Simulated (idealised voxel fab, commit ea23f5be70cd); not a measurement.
The name of this process module is voxel double patterning.
This is section cut - it's 245 nm across, gridded in 5 nm square cells.
Cross-sections here: square-cell grids, written as top-down lists of bands, a band being one or more rows of cells. It is stipulated that each band's entry specify, in nanometres, the height of the top of the band and then that of its bottom, followed by the materials of the band in left-to-right sequence, each together with its width in nanometres. A single material marked by the word "edge to edge" is understood to fill the band from edge to edge; the word "blank" is understood to denote empty space. Heights are reckoned from 0. Under this level, the received wafer is all of one material. The bottommost band is open-ended downward, for example "top 0, no bottom". Top row gets the first number, bottom row gets the second, and each row in between changes by the same step: that is how a band width like "30..40" works. Take "changes: none" at face value: in the step it is given for, the cross-section changed in none of its cells. This entry, "Enclosed internal cavities", enumerates those empty regions of no fewer than 8 cells that possess no open connection to the top. Each region is reported in the form width x height at distance, the distance being taken from the left edge, with all three quantities expressed in nm. Past the settings on a step's line: simulator remark, on that step. The line of a step may include "overlay nm". On a step with a mask, this value is how far to the right of its planned place the mask lay. A negative value means the mask lay to the left.
This section lists the process steps that were planned:
1. RECEIVE, material Si
2. CONFORMAL_DEP, material SiN, thk nm 10
3. DIRECTIONAL_DEP, material SiO2, thk nm 15
4. DIRECTIONAL_DEP, material SiCN, thk nm 10
5. MASKED_ETCH, tone open, mask id FIRST, width nm 15, pitch nm 50, etch materials SiCN, depth nm 10, overlay nm 0
6. DIRECTIONAL_DEP, material aC, thk nm 10
7. PATTERN, tone open, mask id SECOND, material resist, width nm 15, pitch nm 50, thk nm 30, overlay nm 0
8. DIRECTIONAL_ETCH, etch materials aC, depth nm 10
9. STRIP, etch materials resist
10. DIRECTIONAL_ETCH, etch materials SiCN, depth nm 10
11. STRIP, etch materials aC
12. DIRECTIONAL_ETCH, etch materials SiO2, depth nm 15
13. STRIP, etch materials SiCN
Cross-sectional view of the wafer in its as-received condition, corresponding to the state after step 1:
	top 0, no bottom: Si edge to edge
	Enclosed internal cavities: none
Cross-section at module end, one run error; start and plan unchanged from above:
	top 15, bottom 0: 65 nm SiO2, 15 nm blank, 10 nm SiO2, 15 nm blank, 10 nm SiO2, 15 nm blank, 10 nm SiO2, 15 nm blank, 10 nm SiO2, 15 nm blank, 65 nm SiO2
	top 0, no bottom: Si edge to edge
	Enclosed internal cavities: none
Processing error: the plan's step 2 was left out and never carried out
